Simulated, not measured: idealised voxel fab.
process module | voxel trench capacitor
cross-section cut | 250 nm wide | cells 5 nm
A cross-section is a grid of square cells, given in bands from the top down. A band is one or more rows of cells.
Each band's line starts with the height of the band's top and of its bottom, in nm. Then come its materials from left to right, each with its width in nm. One material with "throughout" fills the band from edge to edge. "air" is empty space.
Height 0 is the level under which the wafer as received is all one material. The lowest band goes on downwards, as in "0 down".
A width such as "30 to 40" changes by the same amount from each row of cells to the next, from the band's top row to its bottom row.
"no change" after a step means that no cell of the cross-section changed.
closed voids: empty space of 8 cells or more with no open way to the top, each as width x height at its distance from the left edge, in nm
after a step's settings: what the simulator itself notes on the step
overlay nm, on a step with a mask: how far to the right of its planned place the mask lay; to the left if negative
plan
1 op RECEIVE | material Si
2 op CONFORMAL_DEP | material SiN | thk nm 10
3 op PATTERN | tone open | mask id TRENCH | material resist | width nm 20 | pitch nm 40 | thk nm 20 | overlay nm 0
4 op DIRECTIONAL_ETCH | etch materials SiN | depth nm 10
5 op DIRECTIONAL_ETCH | etch materials Si | depth nm 35
6 op STRIP | etch materials resist
7 op CONFORMAL_DEP | material Al2O3 | thk nm 5
8 op FILL_DEP | material polySi | thk nm 5
9 op CMP | height nm 10
first wafer, as planned
as received, after step 1
  0 down: Si throughout
  closed voids: none
after step 2
  10 to 0: SiN throughout
  below 0: unchanged
after step 3
  30 to 10: resist 95 | air 20 | resist 20 | air 20 | resist 95
  below 10: unchanged
after step 4
  30 to 10: resist 95 | air 20 | resist 20 | air 20 | resist 95
  10 to 0: SiN 95 | air 20 | SiN 20 | air 20 | SiN 95
  below 0: unchanged
after step 5
  30 to 10: resist 95 | air 20 | resist 20 | air 20 | resist 95
  10 to 0: SiN 95 | air 20 | SiN 20 | air 20 | SiN 95
  0 to -35: Si 95 | air 20 | Si 20 | air 20 | Si 95
  below -35: unchanged
after step 6
  10 to 0: SiN 95 | air 20 | SiN 20 | air 20 | SiN 95
  below 0: unchanged
after step 7
  15 to 10: Al2O3 100 | air 10 | Al2O3 30 | air 10 | Al2O3 100
  10 to 0: SiN 95 | Al2O3 5 | air 10 | Al2O3 5 | SiN 20 | Al2O3 5 | air 10 | Al2O3 5 | SiN 95
  0 to -30: Si 95 | Al2O3 5 | air 10 | Al2O3 5 | Si 20 | Al2O3 5 | air 10 | Al2O3 5 | Si 95
  -30 to -35: Si 95 | Al2O3 20 | Si 20 | Al2O3 20 | Si 95
  below -35: unchanged
after step 8
  20 to 15: polySi throughout
  15 to 10: Al2O3 100 | polySi 10 | Al2O3 30 | polySi 10 | Al2O3 100
  10 to 0: SiN 95 | Al2O3 5 | polySi 10 | Al2O3 5 | SiN 20 | Al2O3 5 | polySi 10 | Al2O3 5 | SiN 95
  0 to -30: Si 95 | Al2O3 5 | polySi 10 | Al2O3 5 | Si 20 | Al2O3 5 | polySi 10 | Al2O3 5 | Si 95
  below -30: unchanged
after step 9
  10 to 0: SiN 95 | Al2O3 5 | polySi 10 | Al2O3 5 | SiN 20 | Al2O3 5 | polySi 10 | Al2O3 5 | SiN 95
  below 0: unchanged
second wafer: like start, like plan, one mistake. Through step 4 it matches the first wafer
when step 5 should have ended
  10 to 0: SiN 95 | air 20 | SiN 20 | air 20 | SiN 95
  below 0: unchanged
when step 6 should have ended
  10 to 0: SiN 95 | air 20 | SiN 20 | air 20 | SiN 95
  0 to -35: Si 95 | air 20 | Si 20 | air 20 | Si 95
  below -35: unchanged
when step 7 should have ended
  15 to 10: Al2O3 100 | air 10 | Al2O3 30 | air 10 | Al2O3 100
  10 to 0: SiN 95 | Al2O3 5 | air 10 | Al2O3 5 | SiN 20 | Al2O3 5 | air 10 | Al2O3 5 | SiN 95
  0 to -30: Si 95 | Al2O3 5 | air 10 | Al2O3 5 | Si 20 | Al2O3 5 | air 10 | Al2O3 5 | Si 95
  -30 to -35: Si 95 | Al2O3 20 | Si 20 | Al2O3 20 | Si 95
  below -35: unchanged
when step 8 should have ended
  20 to 15: polySi throughout
  15 to 10: Al2O3 100 | polySi 10 | Al2O3 30 | polySi 10 | Al2O3 100
  10 to 0: SiN 95 | Al2O3 5 | polySi 10 | Al2O3 5 | SiN 20 | Al2O3 5 | polySi 10 | Al2O3 5 | SiN 95
  0 to -30: Si 95 | Al2O3 5 | polySi 10 | Al2O3 5 | Si 20 | Al2O3 5 | polySi 10 | Al2O3 5 | Si 95
  below -30: unchanged
when step 9 should have ended
  10 to 0: SiN 95 | Al2O3 5 | polySi 10 | Al2O3 5 | SiN 20 | Al2O3 5 | polySi 10 | Al2O3 5 | SiN 95
  below 0: unchanged
what went wrong: steps 5 and 6 were swapped
at the end the two cross-sections are the same: no effect in what this model computes
